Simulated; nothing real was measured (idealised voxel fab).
Process module under the name voxel self aligned vias
For reference, the cross-section in this document is cut, with width 190 nm and square cells of 5 nm.
Cross-sections here: square-cell grids, written as top-down lists of bands, a band being one or more rows of cells.
First you get the band's top height and its bottom height, in nm, and then the materials it's made of, left to right, with each width in nm. If you see a single material with "edge to edge", that one covers the band edge to edge. "air" is empty space.
Ref level 0: as-received wafer is one material below here. Bottom band extends down with no lower bound ("0 nm and below").
The notation "30 to 40" denotes a width that varies across the rows of cells in the band, beginning at the first number in the top row, finishing at the second number in the bottom row, and changing by an identical amount from each row to the next.
You'll sometimes find "nothing altered" written for a step, and that's the way of saying that nowhere in the cross-section did a cell change during that step.
The entry titled "Sealed void listing" provides the empty spaces that have no open way to the top, restricted to those of 8 cells or more. Each is presented as width x height at distance, the distance being measured from the left edge, with all three in nm.
Heads up: the bit after the settings on a step's line is the simulator's remark on that step.
overlay nm: where the mask lay relative to plan, measured to the right, on steps with a mask; negatives go left.

Process steps - plan
- 1: RECEIVE with material Si
- 2: CONFORMAL_DEP with material SiO2, thk nm 15
- 3: CONFORMAL_DEP with material SiCN, thk nm 5
- 4: DIRECTIONAL_DEP with material lowk, thk nm 20
- 5: MASKED_ETCH with tone open, mask id LINES, width nm 25, pitch nm 70, etch materials lowk, depth nm 20, overlay nm 0
- 6: CONFORMAL_DEP with material TiN, thk nm 5
- 7: FILL_DEP with material W, thk nm 5
- 8: CMP with height nm 40
- 9: SELECTIVE_ETCH with etch materials W Ru TiN, depth nm 5
- 10: FILL_DEP with material SiN, thk nm 10
- 11: CMP with height nm 40
- 12: DIRECTIONAL_DEP with material lowk, thk nm 15
- 13: DIRECTIONAL_DEP with material aC, thk nm 10
- 14: PATTERN with tone open, mask id VIAS, material resist, width nm 45, thk nm 25, overlay nm 0
- 15: DIRECTIONAL_ETCH with etch materials aC, depth nm 10
- 16: STRIP with etch materials resist
- 17: DIRECTIONAL_ETCH with etch materials lowk, depth nm 15
- 18: DIRECTIONAL_ETCH with etch materials SiN, depth nm 5
- 19: STRIP with etch materials aC
- 20: CONFORMAL_DEP with material TiN, thk nm 5
- 21: FILL_DEP with material Cu, thk nm 10
- 22: CMP with height nm 55
- 23: CONFORMAL_DEP with material SiN, thk nm 5

Incoming wafer in cross-section (state: after step 1)
  0 nm and below | Si edge to edge
  Sealed void listing: none

Final cross-section, module run with one mistake (start and plan as above)
  75 nm to 70 nm | SiN edge to edge
  70 nm to 60 nm | Cu edge to edge
  60 nm to 55 nm | TiN=40  Cu=35  TiN=115
  55 nm to 45 nm | lowk=35  TiN=5  Cu=35  TiN=5  lowk=110
  45 nm to 40 nm | lowk=35  TiN=15  Cu=15  TiN=15  lowk=110
  40 nm to 35 nm | lowk=45  TiN=25  lowk=45  SiN=25  lowk=50
  35 nm to 25 nm | lowk=45  TiN=5  W=15  TiN=5  lowk=45  TiN=5  W=15  TiN=5  lowk=50
  25 nm to 20 nm | lowk=45  TiN=25  lowk=45  TiN=25  lowk=50
  20 nm to 15 nm | SiCN edge to edge
  15 nm to 0 nm | SiO2 edge to edge
  0 nm and below | Si edge to edge
  Sealed void listing: none
In executing the process, a mistake was made relative to the plan: it should be noted that step 22 of the plan was omitted and was not performed
